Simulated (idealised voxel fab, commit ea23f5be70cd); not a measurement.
Proc. module: voxel capacitor over wiring
For reference, the cross-section in this document is cut, with width 215 nm and square cells of 5 nm.
Notation: cross-section as square-cell grid; stated in bands, top first, going down; one or more cell rows per band.
Look at the band entry: it leads with the top's height and the bottom's height in nm. Then it lists the materials left to right, with a width in nm for each. The word "full width" on a single material says that material fills the band edge to edge. The word "empty" is empty space.
Heights from 0 (as-received wafer is one material below). Bottom band endless downward, as "top 0, no bottom".
Graded width ("30..40"): value in top row of band = first number; value in bottom row = second number; row-to-row change constant.
Reading "no modifications" for a step: not a cell of the cross-section changed in it.
Basically, "Voids, enclosed" tells you about the enclosed voids: empty spaces with no open way to the top, 8 cells or bigger, each written width x height at distance, where distance is from the left edge, all in nm.
Where a step's line continues beyond its settings, the continuation is a remark by the simulator itself on that step.
A step line may carry the setting "overlay nm", which, for steps involving a mask, states the distance by which the mask lay to the right of its intended position; negative values denote displacement to the left.
PROCESS STEPS (PLANNED)
1) RECEIVE (material Si)
2) CONFORMAL_DEP (material SiO2; thk nm 15)
3) CONFORMAL_DEP (material SiCN; thk nm 5)
4) DIRECTIONAL_DEP (material SiO2; thk nm 20)
5) MASKED_ETCH (tone open; mask id METAL_1; width nm 30; pitch nm 80; etch materials SiO2; depth nm 20; overlay nm 0)
6) MASKED_ETCH (tone open; mask id METAL_1; width nm 30; pitch nm 80; etch materials SiCN; depth nm 5; overlay nm 0)
7) CONFORMAL_DEP (material TiN; thk nm 5)
8) FILL_DEP (material Cu; thk nm 10)
9) CMP (height nm 40)
10) CONFORMAL_DEP (material SiCN; thk nm 5)
11) DIRECTIONAL_DEP (material lowk; thk nm 15)
12) MASKED_ETCH (tone open; mask id PLUG_1; width nm 15; etch materials lowk; depth nm 15; overlay nm 0)
13) MASKED_ETCH (tone open; mask id PLUG_1; width nm 15; etch materials SiCN; depth nm 5; overlay nm 0)
14) CONFORMAL_DEP (material TiN; thk nm 5)
15) FILL_DEP (material W; thk nm 10)
16) CMP (height nm 60)
17) DIRECTIONAL_DEP (material TiN; thk nm 10)
18) DIRECTIONAL_DEP (material HfO2; thk nm 5)
19) DIRECTIONAL_DEP (material TiN; thk nm 5)
20) MASKED_ETCH (tone cover; mask id UPPER_PLATE; width nm 55; etch materials TiN; depth nm 5; overlay nm 0)
21) MASKED_ETCH (tone cover; mask id UPPER_PLATE; width nm 55; etch materials HfO2; depth nm 5; overlay nm 0)
22) MASKED_ETCH (tone cover; mask id LOWER_PLATE; width nm 65; etch materials TiN; depth nm 10; overlay nm 0)
23) FILL_DEP (material SiO2; thk nm 20)
24) CMP (height nm 95)
25) MASKED_ETCH (tone open; mask id PLUG_2; width nm 15; etch materials SiO2; depth nm 15; overlay nm 0)
26) CONFORMAL_DEP (material TiN; thk nm 5)
27) FILL_DEP (material Cu; thk nm 10)
28) CMP (height nm 95)
29) CONFORMAL_DEP (material SiCN; thk nm 5)
FIRST OF TWO WAFERS: RUN AS PLANNED
AS RECEIVED (POST STEP 1): CROSS-SECTION
- top 0, no bottom  Si full width
- Voids, enclosed: none
THE FOLLOWING CROSS-SECTION DEPICTS THE WAFER UPON COMPLETION OF STEP 2
- top 15, bottom 0  SiO2 full width
- below 0: unchanged
THE FOLLOWING CROSS-SECTION DEPICTS THE WAFER UPON COMPLETION OF STEP 3
- top 20, bottom 15  SiCN full width
- below 15: unchanged
THE FOLLOWING CROSS-SECTION DEPICTS THE WAFER UPON COMPLETION OF STEP 4
- top 40, bottom 20  SiO2 full width
- below 20: unchanged
THE FOLLOWING CROSS-SECTION DEPICTS THE WAFER UPON COMPLETION OF STEP 5
- top 40, bottom 20  SiO2 50 nm | empty 30 nm | SiO2 50 nm | empty 30 nm | SiO2 55 nm
- below 20: unchanged
THE FOLLOWING CROSS-SECTION DEPICTS THE WAFER UPON COMPLETION OF STEP 6
- top 40, bottom 20  SiO2 50 nm | empty 30 nm | SiO2 50 nm | empty 30 nm | SiO2 55 nm
- top 20, bottom 15  SiCN 50 nm | empty 30 nm | SiCN 50 nm | empty 30 nm | SiCN 55 nm
- below 15: unchanged
THE FOLLOWING CROSS-SECTION DEPICTS THE WAFER UPON COMPLETION OF STEP 7
- top 45, bottom 40  TiN 55 nm | empty 20 nm | TiN 60 nm | empty 20 nm | TiN 60 nm
- top 40, bottom 20  SiO2 50 nm | TiN 5 nm | empty 20 nm | TiN 5 nm | SiO2 50 nm | TiN 5 nm | empty 20 nm | TiN 5 nm | SiO2 55 nm
- top 20, bottom 15  SiCN 50 nm | TiN 30 nm | SiCN 50 nm | TiN 30 nm | SiCN 55 nm
- below 15: unchanged
THE FOLLOWING CROSS-SECTION DEPICTS THE WAFER UPON COMPLETION OF STEP 8
- top 55, bottom 45  Cu full width
- top 45, bottom 40  TiN 55 nm | Cu 20 nm | TiN 60 nm | Cu 20 nm | TiN 60 nm
- top 40, bottom 20  SiO2 50 nm | TiN 5 nm | Cu 20 nm | TiN 5 nm | SiO2 50 nm | TiN 5 nm | Cu 20 nm | TiN 5 nm | SiO2 55 nm
- below 20: unchanged
THE FOLLOWING CROSS-SECTION DEPICTS THE WAFER UPON COMPLETION OF STEP 9
- top 40, bottom 20  SiO2 50 nm | TiN 5 nm | Cu 20 nm | TiN 5 nm | SiO2 50 nm | TiN 5 nm | Cu 20 nm | TiN 5 nm | SiO2 55 nm
- below 20: unchanged
THE FOLLOWING CROSS-SECTION DEPICTS THE WAFER UPON COMPLETION OF STEP 10
- top 45, bottom 40  SiCN full width
- below 40: unchanged
THE FOLLOWING CROSS-SECTION DEPICTS THE WAFER UPON COMPLETION OF STEP 11
- top 60, bottom 45  lowk full width
- below 45: unchanged
THE FOLLOWING CROSS-SECTION DEPICTS THE WAFER UPON COMPLETION OF STEP 12
- top 60, bottom 45  lowk 65 nm | empty 15 nm | lowk 135 nm
- below 45: unchanged
THE FOLLOWING CROSS-SECTION DEPICTS THE WAFER UPON COMPLETION OF STEP 13
- top 60, bottom 45  lowk 65 nm | empty 15 nm | lowk 135 nm
- top 45, bottom 40  SiCN 65 nm | empty 15 nm | SiCN 135 nm
- below 40: unchanged
THE FOLLOWING CROSS-SECTION DEPICTS THE WAFER UPON COMPLETION OF STEP 14
- top 65, bottom 60  TiN 70 nm | empty 5 nm | TiN 140 nm
- top 60, bottom 45  lowk 65 nm | TiN 5 nm | empty 5 nm | TiN 5 nm | lowk 135 nm
- top 45, bottom 40  SiCN 65 nm | TiN 15 nm | SiCN 135 nm
- below 40: unchanged
THE FOLLOWING CROSS-SECTION DEPICTS THE WAFER UPON COMPLETION OF STEP 15
- top 75, bottom 65  W full width
- top 65, bottom 60  TiN 70 nm | W 5 nm | TiN 140 nm
- top 60, bottom 45  lowk 65 nm | TiN 5 nm | W 5 nm | TiN 5 nm | lowk 135 nm
- below 45: unchanged
THE FOLLOWING CROSS-SECTION DEPICTS THE WAFER UPON COMPLETION OF STEP 16
- top 60, bottom 45  lowk 65 nm | TiN 5 nm | W 5 nm | TiN 5 nm | lowk 135 nm
- below 45: unchanged
THE FOLLOWING CROSS-SECTION DEPICTS THE WAFER UPON COMPLETION OF STEP 17
- top 70, bottom 60  TiN full width
- below 60: unchanged
THE FOLLOWING CROSS-SECTION DEPICTS THE WAFER UPON COMPLETION OF STEP 18
- top 75, bottom 70  HfO2 full width
- below 70: unchanged
THE FOLLOWING CROSS-SECTION DEPICTS THE WAFER UPON COMPLETION OF STEP 19
- top 80, bottom 75  TiN full width
- below 75: unchanged
THE FOLLOWING CROSS-SECTION DEPICTS THE WAFER UPON COMPLETION OF STEP 20
- top 80, bottom 75  empty 65 nm | TiN 55 nm | empty 95 nm
- below 75: unchanged
THE FOLLOWING CROSS-SECTION DEPICTS THE WAFER UPON COMPLETION OF STEP 21
- top 80, bottom 75  empty 65 nm | TiN 55 nm | empty 95 nm
- top 75, bottom 70  empty 65 nm | HfO2 55 nm | empty 95 nm
- below 70: unchanged
THE FOLLOWING CROSS-SECTION DEPICTS THE WAFER UPON COMPLETION OF STEP 22
- top 80, bottom 75  empty 65 nm | TiN 55 nm | empty 95 nm
- top 75, bottom 70  empty 65 nm | HfO2 55 nm | empty 95 nm
- top 70, bottom 60  empty 60 nm | TiN 65 nm | empty 90 nm
- below 60: unchanged
THE FOLLOWING CROSS-SECTION DEPICTS THE WAFER UPON COMPLETION OF STEP 23
- top 100, bottom 80  SiO2 full width
- top 80, bottom 75  SiO2 65 nm | TiN 55 nm | SiO2 95 nm
- top 75, bottom 70  SiO2 65 nm | HfO2 55 nm | SiO2 95 nm
- top 70, bottom 60  SiO2 60 nm | TiN 65 nm | SiO2 90 nm
- below 60: unchanged
THE FOLLOWING CROSS-SECTION DEPICTS THE WAFER UPON COMPLETION OF STEP 24
- top 95, bottom 80  SiO2 full width
- below 80: unchanged
THE FOLLOWING CROSS-SECTION DEPICTS THE WAFER UPON COMPLETION OF STEP 25
- top 95, bottom 80  SiO2 75 nm | empty 15 nm | SiO2 125 nm
- below 80: unchanged
THE FOLLOWING CROSS-SECTION DEPICTS THE WAFER UPON COMPLETION OF STEP 26
- top 100, bottom 95  TiN 80 nm | empty 5 nm | TiN 130 nm
- top 95, bottom 85  SiO2 75 nm | TiN 5 nm | empty 5 nm | TiN 5 nm | SiO2 125 nm
- top 85, bottom 75  SiO2 75..65 nm | TiN 15..55 nm | SiO2 125..95 nm
- below 75: unchanged
THE FOLLOWING CROSS-SECTION DEPICTS THE WAFER UPON COMPLETION OF STEP 27
- top 110, bottom 100  Cu full width
- top 100, bottom 95  TiN 80 nm | Cu 5 nm | TiN 130 nm
- top 95, bottom 85  SiO2 75 nm | TiN 5 nm | Cu 5 nm | TiN 5 nm | SiO2 125 nm
- below 85: unchanged
THE FOLLOWING CROSS-SECTION DEPICTS THE WAFER UPON COMPLETION OF STEP 28
- top 95, bottom 85  SiO2 75 nm | TiN 5 nm | Cu 5 nm | TiN 5 nm | SiO2 125 nm
- below 85: unchanged
THE FOLLOWING CROSS-SECTION DEPICTS THE WAFER UPON COMPLETION OF STEP 29
- top 100, bottom 95  SiCN full width
- below 95: unchanged
OKAY, SECOND WAFER. NOTHING DIFFERENT AT THE START, NOTHING DIFFERENT IN THE PLAN, JUST ONE MISTAKE SOMEWHERE IN THE RUNNING. AS FAR AS STEP 2, COUNTING THAT STEP, IT'S THE FIRST WAFER ALL OVER AGAIN
THE SECOND WAFER CUT THROUGH, AT THE TIME STEP 3 WAS SUPPOSED TO BE FINISHED
- top 35, bottom 0  SiO2 full width
- below 0: unchanged
THE SECOND WAFER CUT THROUGH, AT THE TIME STEP 4 WAS SUPPOSED TO BE FINISHED
- top 40, bottom 35  SiCN full width
- below 35: unchanged
The second wafer cut through, at the time step 5 was supposed to be finished: no modifications
THE SECOND WAFER CUT THROUGH, AT THE TIME STEP 6 WAS SUPPOSED TO BE FINISHED
- top 40, bottom 35  SiCN 50 nm | empty 30 nm | SiCN 50 nm | empty 30 nm | SiCN 55 nm
- below 35: unchanged
THE SECOND WAFER CUT THROUGH, AT THE TIME STEP 7 WAS SUPPOSED TO BE FINISHED
- top 45, bottom 40  TiN 55 nm | empty 20 nm | TiN 60 nm | empty 20 nm | TiN 60 nm
- top 40, bottom 35  SiCN 50 nm | TiN 30 nm | SiCN 50 nm | TiN 30 nm | SiCN 55 nm
- below 35: unchanged
THE SECOND WAFER CUT THROUGH, AT THE TIME STEP 8 WAS SUPPOSED TO BE FINISHED
- top 55, bottom 45  Cu full width
- top 45, bottom 40  TiN 55 nm | Cu 20 nm | TiN 60 nm | Cu 20 nm | TiN 60 nm
- below 40: unchanged
THE SECOND WAFER CUT THROUGH, AT THE TIME STEP 9 WAS SUPPOSED TO BE FINISHED
- top 40, bottom 35  SiCN 50 nm | TiN 30 nm | SiCN 50 nm | TiN 30 nm | SiCN 55 nm
- below 35: unchanged
THE SECOND WAFER CUT THROUGH, AT THE TIME STEP 10 WAS SUPPOSED TO BE FINISHED
- top 45, bottom 40  SiCN full width
- below 40: unchanged
THE SECOND WAFER CUT THROUGH, AT THE TIME STEP 11 WAS SUPPOSED TO BE FINISHED
- top 60, bottom 45  lowk full width
- below 45: unchanged
THE SECOND WAFER CUT THROUGH, AT THE TIME STEP 12 WAS SUPPOSED TO BE FINISHED
- top 60, bottom 45  lowk 65 nm | empty 15 nm | lowk 135 nm
- below 45: unchanged
THE SECOND WAFER CUT THROUGH, AT THE TIME STEP 13 WAS SUPPOSED TO BE FINISHED
- top 60, bottom 45  lowk 65 nm | empty 15 nm | lowk 135 nm
- top 45, bottom 40  SiCN 65 nm | empty 15 nm | SiCN 135 nm
- below 40: unchanged
THE SECOND WAFER CUT THROUGH, AT THE TIME STEP 14 WAS SUPPOSED TO BE FINISHED
- top 65, bottom 60  TiN 70 nm | empty 5 nm | TiN 140 nm
- top 60, bottom 45  lowk 65 nm | TiN 5 nm | empty 5 nm | TiN 5 nm | lowk 135 nm
- top 45, bottom 40  SiCN 65 nm | TiN 15 nm | SiCN 135 nm
- below 40: unchanged
THE SECOND WAFER CUT THROUGH, AT THE TIME STEP 15 WAS SUPPOSED TO BE FINISHED
- top 75, bottom 65  W full width
- top 65, bottom 60  TiN 70 nm | W 5 nm | TiN 140 nm
- top 60, bottom 45  lowk 65 nm | TiN 5 nm | W 5 nm | TiN 5 nm | lowk 135 nm
- below 45: unchanged
THE SECOND WAFER CUT THROUGH, AT THE TIME STEP 16 WAS SUPPOSED TO BE FINISHED
- top 60, bottom 45  lowk 65 nm | TiN 5 nm | W 5 nm | TiN 5 nm | lowk 135 nm
- below 45: unchanged
THE SECOND WAFER CUT THROUGH, AT THE TIME STEP 17 WAS SUPPOSED TO BE FINISHED
- top 70, bottom 60  TiN full width
- below 60: unchanged
THE SECOND WAFER CUT THROUGH, AT THE TIME STEP 18 WAS SUPPOSED TO BE FINISHED
- top 75, bottom 70  HfO2 full width
- below 70: unchanged
THE SECOND WAFER CUT THROUGH, AT THE TIME STEP 19 WAS SUPPOSED TO BE FINISHED
- top 80, bottom 75  TiN full width
- below 75: unchanged
THE SECOND WAFER CUT THROUGH, AT THE TIME STEP 20 WAS SUPPOSED TO BE FINISHED
- top 80, bottom 75  empty 65 nm | TiN 55 nm | empty 95 nm
- below 75: unchanged
THE SECOND WAFER CUT THROUGH, AT THE TIME STEP 21 WAS SUPPOSED TO BE FINISHED
- top 80, bottom 75  empty 65 nm | TiN 55 nm | empty 95 nm
- top 75, bottom 70  empty 65 nm | HfO2 55 nm | empty 95 nm
- below 70: unchanged
THE SECOND WAFER CUT THROUGH, AT THE TIME STEP 22 WAS SUPPOSED TO BE FINISHED
- top 80, bottom 75  empty 65 nm | TiN 55 nm | empty 95 nm
- top 75, bottom 70  empty 65 nm | HfO2 55 nm | empty 95 nm
- top 70, bottom 60  empty 60 nm | TiN 65 nm | empty 90 nm
- below 60: unchanged
THE SECOND WAFER CUT THROUGH, AT THE TIME STEP 23 WAS SUPPOSED TO BE FINISHED
- top 100, bottom 80  SiO2 full width
- top 80, bottom 75  SiO2 65 nm | TiN 55 nm | SiO2 95 nm
- top 75, bottom 70  SiO2 65 nm | HfO2 55 nm | SiO2 95 nm
- top 70, bottom 60  SiO2 60 nm | TiN 65 nm | SiO2 90 nm
- below 60: unchanged
THE SECOND WAFER CUT THROUGH, AT THE TIME STEP 24 WAS SUPPOSED TO BE FINISHED
- top 95, bottom 80  SiO2 full width
- below 80: unchanged
THE SECOND WAFER CUT THROUGH, AT THE TIME STEP 25 WAS SUPPOSED TO BE FINISHED
- top 95, bottom 80  SiO2 75 nm | empty 15 nm | SiO2 125 nm
- below 80: unchanged
THE SECOND WAFER CUT THROUGH, AT THE TIME STEP 26 WAS SUPPOSED TO BE FINISHED
- top 100, bottom 95  TiN 80 nm | empty 5 nm | TiN 130 nm
- top 95, bottom 85  SiO2 75 nm | TiN 5 nm | empty 5 nm | TiN 5 nm | SiO2 125 nm
- top 85, bottom 75  SiO2 75..65 nm | TiN 15..55 nm | SiO2 125..95 nm
- below 75: unchanged
THE SECOND WAFER CUT THROUGH, AT THE TIME STEP 27 WAS SUPPOSED TO BE FINISHED
- top 110, bottom 100  Cu full width
- top 100, bottom 95  TiN 80 nm | Cu 5 nm | TiN 130 nm
- top 95, bottom 85  SiO2 75 nm | TiN 5 nm | Cu 5 nm | TiN 5 nm | SiO2 125 nm
- below 85: unchanged
THE SECOND WAFER CUT THROUGH, AT THE TIME STEP 28 WAS SUPPOSED TO BE FINISHED
- top 95, bottom 85  SiO2 75 nm | TiN 5 nm | Cu 5 nm | TiN 5 nm | SiO2 125 nm
- below 85: unchanged
THE SECOND WAFER CUT THROUGH, AT THE TIME STEP 29 WAS SUPPOSED TO BE FINISHED
- top 100, bottom 95  SiCN full width
- below 95: unchanged
what went wrong: a sequencing error occurred in which plan steps 3 and 4 were transposed
Per the end-of-run cell counts, the second wafer holds more or fewer of some materials than the first: Cu -32; SiO2 +48; TiN -16
